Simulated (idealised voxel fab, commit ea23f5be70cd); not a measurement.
process module | voxel air gaps
The cross-section on display is named cut; it measures 190 nm wide, and its cells are 5 nm squares.
Bands, listed from the top down, are how a cross-section gets written in this document; the cross-section itself is a grid of square cells, and a band is one or more rows of them. The entry gives the band's vertical extent as a top height and a bottom height in nm, then its horizontal make-up as materials from left to right, each with a width in nm. "air" stands for empty space; a single material marked "edge to edge" fills the band edge to edge. Counting heights begins at 0, where everything beneath is, in the wafer as received, one material. The lowest band has no bottom; it goes on downwards, as "0..down" shows. You'd read "30 to 40" like this: the band's top row of cells is as wide as the first number, its bottom row is as wide as the second, and going down, every row changes width by the same amount as the row before did. The designation "nothing altered", where it is given for a processing step, indicates that no cell of the cross-section was altered in the course of that step. Each empty space that has no open way to the top and spans at least 8 cells appears under "Closed void entries" as width x height at distance, the distance counted from the left edge, all in nm. Note: text after step settings on the step line = simulator remark on that step. The "overlay nm" setting may appear on a step's line; for a step that uses a mask, it gives how far to the right of its planned position the mask lay, and a negative value indicates the left. Each pair below shows a cross-section before one step and the cross-section after it, down to the lowest band that changed. The line under each pair gives the step between them, with its settings. The pairs can come from different runs of this module on the same starting wafer, so a pair continues from the pair above only where its "Ex-ante state" says so.
# Ex-ante state
- 100..70  35 nm resist; 15 nm air; 30 nm resist; 15 nm air; 30 nm resist; 15 nm air; 50 nm resist
- 70..55  aC edge to edge
- 55..20  lowk edge to edge
- 20..15  SiCN edge to edge
- 15..0  SiO2 edge to edge
- 0..down  Si edge to edge
- Closed void entries: none
# Post-Step Geometry
- 85..70  35 nm resist; 15 nm air; 30 nm resist; 15 nm air; 30 nm resist; 15 nm air; 50 nm resist
- 70..55  35 nm aC; 15 nm air; 30 nm aC; 15 nm air; 30 nm aC; 15 nm air; 50 nm aC
- No changes below 55.
- Closed void entries: none
The two cross-sections above are separated by a single process step, namely op DIRECTIONAL_ETCH | etch materials aC | depth nm 15
Ex-ante state: nothing new to draw here, it's the after view of the pair just above.
# Post-Step Geometry
- 70..55  35 nm aC; 15 nm air; 30 nm aC; 15 nm air; 30 nm aC; 15 nm air; 50 nm aC
- No changes below 55.
- Closed void entries: none
The two cross-sections above are separated by a single process step, namely op STRIP | etch materials resist
Ex-ante state: nothing new to draw here, it's the after view of the pair just above.
# Post-Step Geometry
- 70..55  35 nm aC; 15 nm air; 30 nm aC; 15 nm air; 30 nm aC; 15 nm air; 50 nm aC
- 55..20  35 nm lowk; 15 nm air; 30 nm lowk; 15 nm air; 30 nm lowk; 15 nm air; 50 nm lowk
- No changes below 20.
- Closed void entries: none
The two cross-sections above are separated by a single process step, namely op DIRECTIONAL_ETCH | etch materials lowk | depth nm 35
Ex-ante state: nothing new to draw here, it's the after view of the pair just above.
# Post-Step Geometry
- 55..20  35 nm lowk; 15 nm air; 30 nm lowk; 15 nm air; 30 nm lowk; 15 nm air; 50 nm lowk
- No changes below 20.
- Closed void entries: none
The two cross-sections above are separated by a single process step, namely op STRIP | etch materials aC
Ex-ante state: nothing new to draw here, it's the after view of the pair just above.
# Post-Step Geometry
- 60..55  40 nm TiN; 5 nm air; 40 nm TiN; 5 nm air; 40 nm TiN; 5 nm air; 55 nm TiN
- 55..25  35 nm lowk; 5 nm TiN; 5 nm air; 5 nm TiN; 30 nm lowk; 5 nm TiN; 5 nm air; 5 nm TiN; 30 nm lowk; 5 nm TiN; 5 nm air; 5 nm TiN; 50 nm lowk
- 25..20  35 nm lowk; 15 nm TiN; 30 nm lowk; 15 nm TiN; 30 nm lowk; 15 nm TiN; 50 nm lowk
- No changes below 20.
- Closed void entries: none
The two cross-sections above are separated by a single process step, namely op CONFORMAL_DEP | material TiN | thk nm 5
Ex-ante state: nothing new to draw here, it's the after view of the pair just above.
# Post-Step Geometry
- 70..60  Cu edge to edge
- 60..55  40 nm TiN; 5 nm Cu; 40 nm TiN; 5 nm Cu; 40 nm TiN; 5 nm Cu; 55 nm TiN
- 55..25  35 nm lowk; 5 nm TiN; 5 nm Cu; 5 nm TiN; 30 nm lowk; 5 nm TiN; 5 nm Cu; 5 nm TiN; 30 nm lowk; 5 nm TiN; 5 nm Cu; 5 nm TiN; 50 nm lowk
- No changes below 25.
- Closed void entries: none
The two cross-sections above are separated by a single process step, namely op FILL_DEP | material Cu | thk nm 10
Ex-ante state: nothing new to draw here, it's the after view of the pair just above.
# Post-Step Geometry
- 55..25  35 nm lowk; 5 nm TiN; 5 nm Cu; 5 nm TiN; 30 nm lowk; 5 nm TiN; 5 nm Cu; 5 nm TiN; 30 nm lowk; 5 nm TiN; 5 nm Cu; 5 nm TiN; 50 nm lowk
- No changes below 25.
- Closed void entries: none
The two cross-sections above are separated by a single process step, namely op CMP | height nm 55
Ex-ante state: nothing new to draw here, it's the after view of the pair just above.
# Post-Step Geometry
- 65..55  25 nm air; 35 nm Ru; 10 nm air; 35 nm Ru; 10 nm air; 35 nm Ru; 40 nm air
- No changes below 55.
- Closed void entries: none
The two cross-sections above are separated by a single process step, namely op EPI | material Ru | thk nm 10
Ex-ante state: nothing new to draw here, it's the after view of the pair just above.
# Post-Step Geometry
- 65..55  25 nm air; 35 nm Ru; 10 nm air; 35 nm Ru; 10 nm air; 35 nm Ru; 40 nm air
- 55..25  35 nm air; 5 nm TiN; 5 nm Cu; 5 nm TiN; 30 nm air; 5 nm TiN; 5 nm Cu; 5 nm TiN; 30 nm air; 5 nm TiN; 5 nm Cu; 5 nm TiN; 50 nm air
- 25..20  35 nm air; 15 nm TiN; 30 nm air; 15 nm TiN; 30 nm air; 15 nm TiN; 50 nm air
- No changes below 20.
- Closed void entries: none
The two cross-sections above are separated by a single process step, namely op SELECTIVE_ETCH | etch materials lowk | depth nm 45
Ex-ante state: nothing new to draw here, it's the after view of the pair just above.
# Post-Step Geometry
- 70..65  20 nm air; 135 nm SiCN; 35 nm air
- 65..55  20 nm air; 5 nm SiCN; 35 nm Ru; 10 nm SiCN; 35 nm Ru; 10 nm SiCN; 35 nm Ru; 5 nm SiCN; 35 nm air
- 55..50  20 nm air; 15 nm SiCN; 5 nm TiN; 5 nm Cu; 5 nm TiN; 30 nm SiCN; 5 nm TiN; 5 nm Cu; 5 nm TiN; 30 nm SiCN; 5 nm TiN; 5 nm Cu; 5 nm TiN; 15 nm SiCN; 35 nm air
- 50..25  30 nm air; 5 nm SiCN; 5 nm TiN; 5 nm Cu; 5 nm TiN; 5 nm SiCN; 20 nm air; 5 nm SiCN; 5 nm TiN; 5 nm Cu; 5 nm TiN; 5 nm SiCN; 20 nm air; 5 nm SiCN; 5 nm TiN; 5 nm Cu; 5 nm TiN; 5 nm SiCN; 45 nm air
- 25..20  35 nm SiCN; 15 nm TiN; 30 nm SiCN; 15 nm TiN; 30 nm SiCN; 15 nm TiN; 50 nm SiCN
- No changes below 20.
- Closed void entries: 20 x 25 at 55; 20 x 25 at 100
The two cross-sections above are separated by a single process step, namely op CONFORMAL_DEP | material SiCN | thk nm 5
# Ex-ante state
- 0..down  Si edge to edge
- Closed void entries: none
# Post-Step Geometry
- 15..0  aC edge to edge
- No changes below 0.
- Closed void entries: none
The two cross-sections above are separated by a single process step, namely op CONFORMAL_DEP | material aC | thk nm 15
Ex-ante state: nothing new to draw here, it's the after view of the pair just above.
# Post-Step Geometry
- 20..15  SiCN edge to edge
- No changes below 15.
- Closed void entries: none
The two cross-sections above are separated by a single process step, namely op CONFORMAL_DEP | material SiCN | thk nm 5
Ex-ante state: nothing new to draw here, it's the after view of the pair just above.
# Post-Step Geometry
- 55..20  lowk edge to edge
- No changes below 20.
- Closed void entries: none
The two cross-sections above are separated by a single process step, namely op DIRECTIONAL_DEP | material lowk | thk nm 35
Ex-ante state: nothing new to draw here, it's the after view of the pair just above.
# Post-Step Geometry
- 70..55  aC edge to edge
- No changes below 55.
- Closed void entries: none
The two cross-sections above are separated by a single process step, namely op DIRECTIONAL_DEP | material aC | thk nm 15
Ex-ante state: nothing new to draw here, it's the after view of the pair just above.
# Post-Step Geometry
- 100..70  40 nm resist; 15 nm air; 30 nm resist; 15 nm air; 30 nm resist; 15 nm air; 45 nm resist
- No changes below 70.
- Closed void entries: none
The two cross-sections above are separated by a single process step, namely op PATTERN | tone open | mask id LINES | material resist | width nm 15 | pitch nm 45 | thk nm 30 | overlay nm 0
Ex-ante state: nothing new to draw here, it's the after view of the pair just above.
# Post-Step Geometry
- 85..70  40 nm resist; 15 nm air; 30 nm resist; 15 nm air; 30 nm resist; 15 nm air; 45 nm resist
- 70..55  40 nm aC; 15 nm air; 30 nm aC; 15 nm air; 30 nm aC; 15 nm air; 45 nm aC
- No changes below 55.
- Closed void entries: none
The two cross-sections above are separated by a single process step, namely op DIRECTIONAL_ETCH | etch materials aC | depth nm 15
Ex-ante state: nothing new to draw here, it's the after view of the pair just above.
# Post-Step Geometry
- 70..55  40 nm aC; 15 nm air; 30 nm aC; 15 nm air; 30 nm aC; 15 nm air; 45 nm aC
- No changes below 55.
- Closed void entries: none
The two cross-sections above are separated by a single process step, namely op STRIP | etch materials resist
Ex-ante state: nothing new to draw here, it's the after view of the pair just above.
# Post-Step Geometry
- 70..55  40 nm aC; 15 nm air; 30 nm aC; 15 nm air; 30 nm aC; 15 nm air; 45 nm aC
- 55..20  40 nm lowk; 15 nm air; 30 nm lowk; 15 nm air; 30 nm lowk; 15 nm air; 45 nm lowk
- No changes below 20.
- Closed void entries: none
The two cross-sections above are separated by a single process step, namely op DIRECTIONAL_ETCH | etch materials lowk | depth nm 35
Ex-ante state: nothing new to draw here, it's the after view of the pair just above.
# Post-Step Geometry
- 55..20  40 nm lowk; 15 nm air; 30 nm lowk; 15 nm air; 30 nm lowk; 15 nm air; 45 nm lowk
- No changes below 20.
- Closed void entries: none
The two cross-sections above are separated by a single process step, namely op STRIP | etch materials aC
Ex-ante state: nothing new to draw here, it's the after view of the pair just above.
# Post-Step Geometry
- 60..55  45 nm TiN; 5 nm air; 40 nm TiN; 5 nm air; 40 nm TiN; 5 nm air; 50 nm TiN
- 55..25  40 nm lowk; 5 nm TiN; 5 nm air; 5 nm TiN; 30 nm lowk; 5 nm TiN; 5 nm air; 5 nm TiN; 30 nm lowk; 5 nm TiN; 5 nm air; 5 nm TiN; 45 nm lowk
- 25..20  40 nm lowk; 15 nm TiN; 30 nm lowk; 15 nm TiN; 30 nm lowk; 15 nm TiN; 45 nm lowk
- No changes below 20.
- Closed void entries: none
The two cross-sections above are separated by a single process step, namely op CONFORMAL_DEP | material TiN | thk nm 5
Ex-ante state: nothing new to draw here, it's the after view of the pair just above.
# Post-Step Geometry
- 70..60  Cu edge to edge
- 60..55  45 nm TiN; 5 nm Cu; 40 nm TiN; 5 nm Cu; 40 nm TiN; 5 nm Cu; 50 nm TiN
- 55..25  40 nm lowk; 5 nm TiN; 5 nm Cu; 5 nm TiN; 30 nm lowk; 5 nm TiN; 5 nm Cu; 5 nm TiN; 30 nm lowk; 5 nm TiN; 5 nm Cu; 5 nm TiN; 45 nm lowk
- No changes below 25.
- Closed void entries: none
The two cross-sections above are separated by a single process step, namely op FILL_DEP | material Cu | thk nm 10
Ex-ante state: nothing new to draw here, it's the after view of the pair just above.
# Post-Step Geometry
- 55..25  40 nm lowk; 5 nm TiN; 5 nm Cu; 5 nm TiN; 30 nm lowk; 5 nm TiN; 5 nm Cu; 5 nm TiN; 30 nm lowk; 5 nm TiN; 5 nm Cu; 5 nm TiN; 45 nm lowk
- No changes below 25.
- Closed void entries: none
The two cross-sections above are separated by a single process step, namely op CMP | height nm 55
Ex-ante state: nothing new to draw here, it's the after view of the pair just above.
# Post-Step Geometry
- 65..55  30 nm air; 35 nm Ru; 10 nm air; 35 nm Ru; 10 nm air; 35 nm Ru; 35 nm air
- No changes below 55.
- Closed void entries: none
The two cross-sections above are separated by a single process step, namely op EPI | material Ru | thk nm 10
Ex-ante state: nothing new to draw here, it's the after view of the pair just above.
# Post-Step Geometry
- 65..55  30 nm air; 35 nm Ru; 10 nm air; 35 nm Ru; 10 nm air; 35 nm Ru; 35 nm air
- 55..25  40 nm air; 5 nm TiN; 5 nm Cu; 5 nm TiN; 30 nm air; 5 nm TiN; 5 nm Cu; 5 nm TiN; 30 nm air; 5 nm TiN; 5 nm Cu; 5 nm TiN; 45 nm air
- 25..20  40 nm air; 15 nm TiN; 30 nm air; 15 nm TiN; 30 nm air; 15 nm TiN; 45 nm air
- No changes below 20.
- Closed void entries: none
The two cross-sections above are separated by a single process step, namely op SELECTIVE_ETCH | etch materials lowk | depth nm 45
Ex-ante state: nothing new to draw here, it's the after view of the pair just above.
# Post-Step Geometry
- 70..65  25 nm air; 135 nm SiCN; 30 nm air
- 65..55  25 nm air; 5 nm SiCN; 35 nm Ru; 10 nm SiCN; 35 nm Ru; 10 nm SiCN; 35 nm Ru; 5 nm SiCN; 30 nm air
- 55..50  25 nm air; 15 nm SiCN; 5 nm TiN; 5 nm Cu; 5 nm TiN; 30 nm SiCN; 5 nm TiN; 5 nm Cu; 5 nm TiN; 30 nm SiCN; 5 nm TiN; 5 nm Cu; 5 nm TiN; 15 nm SiCN; 30 nm air
- 50..25  35 nm air; 5 nm SiCN; 5 nm TiN; 5 nm Cu; 5 nm TiN; 5 nm SiCN; 20 nm air; 5 nm SiCN; 5 nm TiN; 5 nm Cu; 5 nm TiN; 5 nm SiCN; 20 nm air; 5 nm SiCN; 5 nm TiN; 5 nm Cu; 5 nm TiN; 5 nm SiCN; 40 nm air
- 25..20  40 nm SiCN; 15 nm TiN; 30 nm SiCN; 15 nm TiN; 30 nm SiCN; 15 nm TiN; 45 nm SiCN
- No changes below 20.
- Closed void entries: 20 x 25 at 60; 20 x 25 at 105
The two cross-sections above are separated by a single process step, namely op CONFORMAL_DEP | material SiCN | thk nm 5
# Ex-ante state
- 70..55  aC edge to edge
- 55..20  lowk edge to edge
- 20..15  SiCN edge to edge
- 15..0  SiO2 edge to edge
- 0..down  Si edge to edge
- Closed void entries: none
# Post-Step Geometry
- 100..70  40 nm air; 15 nm resist; 30 nm air; 15 nm resist; 30 nm air; 15 nm resist; 45 nm air
- No changes below 70.
- Closed void entries: none
The two cross-sections above are separated by a single process step, namely op PATTERN | tone cover | mask id LINES | material resist | width nm 15 | pitch nm 45 | thk nm 30 | overlay nm 0
Ex-ante state: nothing new to draw here, it's the after view of the pair just above.
# Post-Step Geometry
- 85..70  40 nm air; 15 nm resist; 30 nm air; 15 nm resist; 30 nm air; 15 nm resist; 45 nm air
- 70..55  40 nm air; 15 nm aC; 30 nm air; 15 nm aC; 30 nm air; 15 nm aC; 45 nm air
- No changes below 55.
- Closed void entries: none
The two cross-sections above are separated by a single process step, namely op DIRECTIONAL_ETCH | etch materials aC | depth nm 15
Ex-ante state: nothing new to draw here, it's the after view of the pair just above.
# Post-Step Geometry
- 70..55  40 nm air; 15 nm aC; 30 nm air; 15 nm aC; 30 nm air; 15 nm aC; 45 nm air
- No changes below 55.
- Closed void entries: none
The two cross-sections above are separated by a single process step, namely op STRIP | etch materials resist
Ex-ante state: nothing new to draw here, it's the after view of the pair just above.
# Post-Step Geometry
- 70..55  40 nm air; 15 nm aC; 30 nm air; 15 nm aC; 30 nm air; 15 nm aC; 45 nm air
- 55..20  40 nm air; 15 nm lowk; 30 nm air; 15 nm lowk; 30 nm air; 15 nm lowk; 45 nm air
- No changes below 20.
- Closed void entries: none
The two cross-sections above are separated by a single process step, namely op DIRECTIONAL_ETCH | etch materials lowk | depth nm 35
Ex-ante state: nothing new to draw here, it's the after view of the pair just above.
# Post-Step Geometry
- 55..20  40 nm air; 15 nm lowk; 30 nm air; 15 nm lowk; 30 nm air; 15 nm lowk; 45 nm air
- No changes below 20.
- Closed void entries: none
The two cross-sections above are separated by a single process step, namely op STRIP | etch materials aC
Ex-ante state: nothing new to draw here, it's the after view of the pair just above.
# Post-Step Geometry
- 60..55  35 nm air; 25 nm TiN; 20 nm air; 25 nm TiN; 20 nm air; 25 nm TiN; 40 nm air
- 55..25  35 nm air; 5 nm TiN; 15 nm lowk; 5 nm TiN; 20 nm air; 5 nm TiN; 15 nm lowk; 5 nm TiN; 20 nm air; 5 nm TiN; 15 nm lowk; 5 nm TiN; 40 nm air
- 25..20  40 nm TiN; 15 nm lowk; 30 nm TiN; 15 nm lowk; 30 nm TiN; 15 nm lowk; 45 nm TiN
- No changes below 20.
- Closed void entries: none
The two cross-sections above are separated by a single process step, namely op CONFORMAL_DEP | material TiN | thk nm 5
Ex-ante state: nothing new to draw here, it's the after view of the pair just above.
# Post-Step Geometry
- 70..60  Cu edge to edge
- 60..55  35 nm Cu; 25 nm TiN; 20 nm Cu; 25 nm TiN; 20 nm Cu; 25 nm TiN; 40 nm Cu
- 55..25  35 nm Cu; 5 nm TiN; 15 nm lowk; 5 nm TiN; 20 nm Cu; 5 nm TiN; 15 nm lowk; 5 nm TiN; 20 nm Cu; 5 nm TiN; 15 nm lowk; 5 nm TiN; 40 nm Cu
- No changes below 25.
- Closed void entries: none
The two cross-sections above are separated by a single process step, namely op FILL_DEP | material Cu | thk nm 10
Ex-ante state: nothing new to draw here, it's the after view of the pair just above.
# Post-Step Geometry
- 55..25  35 nm Cu; 5 nm TiN; 15 nm lowk; 5 nm TiN; 20 nm Cu; 5 nm TiN; 15 nm lowk; 5 nm TiN; 20 nm Cu; 5 nm TiN; 15 nm lowk; 5 nm TiN; 40 nm Cu
- No changes below 25.
- Closed void entries: none
The two cross-sections above are separated by a single process step, namely op CMP | height nm 55
Ex-ante state: nothing new to draw here, it's the after view of the pair just above.
# Post-Step Geometry
- 65..55  Ru edge to edge
- No changes below 55.
- Closed void entries: none
The two cross-sections above are separated by a single process step, namely op EPI | material Ru | thk nm 10
Ex-ante state: nothing new to draw here, it's the after view of the pair just above.
# Post-Step Geometry
- 70..65  SiCN edge to edge
- No changes below 65.
- Closed void entries: none
The two cross-sections above are separated by a single process step, namely op CONFORMAL_DEP | material SiCN | thk nm 5
